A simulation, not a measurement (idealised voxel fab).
process module | voxel ribs on slabs
cross-section cut | 270 nm wide | cells 5 nm
A cross-section is a grid of square cells, given in bands from the top down. A band is one or more rows of cells.
Each band's line starts with the height of the band's top and of its bottom, in nm. Then come its materials from left to right, each with its width in nm. One material with "throughout" fills the band from edge to edge. "air" is empty space.
Height 0 is the level under which the wafer as received is all one material. The lowest band goes on downwards, as in "0 down".
A width such as "30 to 40" changes by the same amount from each row of cells to the next, from the band's top row to its bottom row.
"no change" after a step means that no cell of the cross-section changed.
closed voids: empty space of 8 cells or more with no open way to the top, each as width x height at its distance from the left edge, in nm
after a step's settings: what the simulator itself notes on the step
overlay nm, on a step with a mask: how far to the right of its planned place the mask lay; to the left if negative
plan
1 op RECEIVE | material Si
2 op DIRECTIONAL_DEP | material SiO2 | thk nm 25
3 op DIRECTIONAL_DEP | material polySi | thk nm 15
4 op MASKED_ETCH | tone cover | mask id RIB | width nm 20 | etch materials polySi | depth nm 5 | overlay nm 0
5 op MASKED_ETCH | tone cover | mask id SLAB | width nm 80 | etch materials polySi | depth nm 10 | overlay nm 0
6 op FILL_DEP | material SiO2 | thk nm 15
7 op CMP | height nm 50
8 op DIRECTIONAL_DEP | material TiN | thk nm 10
9 op DIRECTIONAL_DEP | material aC | thk nm 10
10 op PATTERN | tone cover | mask id HEATER | material resist | width nm 30 | thk nm 25 | overlay nm 0
11 op DIRECTIONAL_ETCH | etch materials aC | depth nm 10
12 op STRIP | etch materials resist
13 op DIRECTIONAL_ETCH | etch materials TiN | depth nm 10
14 op STRIP | etch materials aC
15 op CONFORMAL_DEP | material SiN | thk nm 5
as received, after step 1
  0 down: Si throughout
  closed voids: none
a wafer at the end: this start, this plan, one mistake
  65 to 60: air 115 | aC 40 | air 115
  60 to 55: air 115 | aC 5 | TiN 30 | aC 5 | air 115
  55 to 50: aC 120 | TiN 30 | aC 120
  50 to 40: SiO2 throughout
  40 to 35: SiO2 125 | polySi 20 | SiO2 125
  35 to 25: SiO2 95 | polySi 80 | SiO2 95
  25 to 0: SiO2 throughout
  0 down: Si throughout
  closed voids: none
what went wrong: step 15 ran as: op CONFORMAL_DEP | material aC | thk nm 5
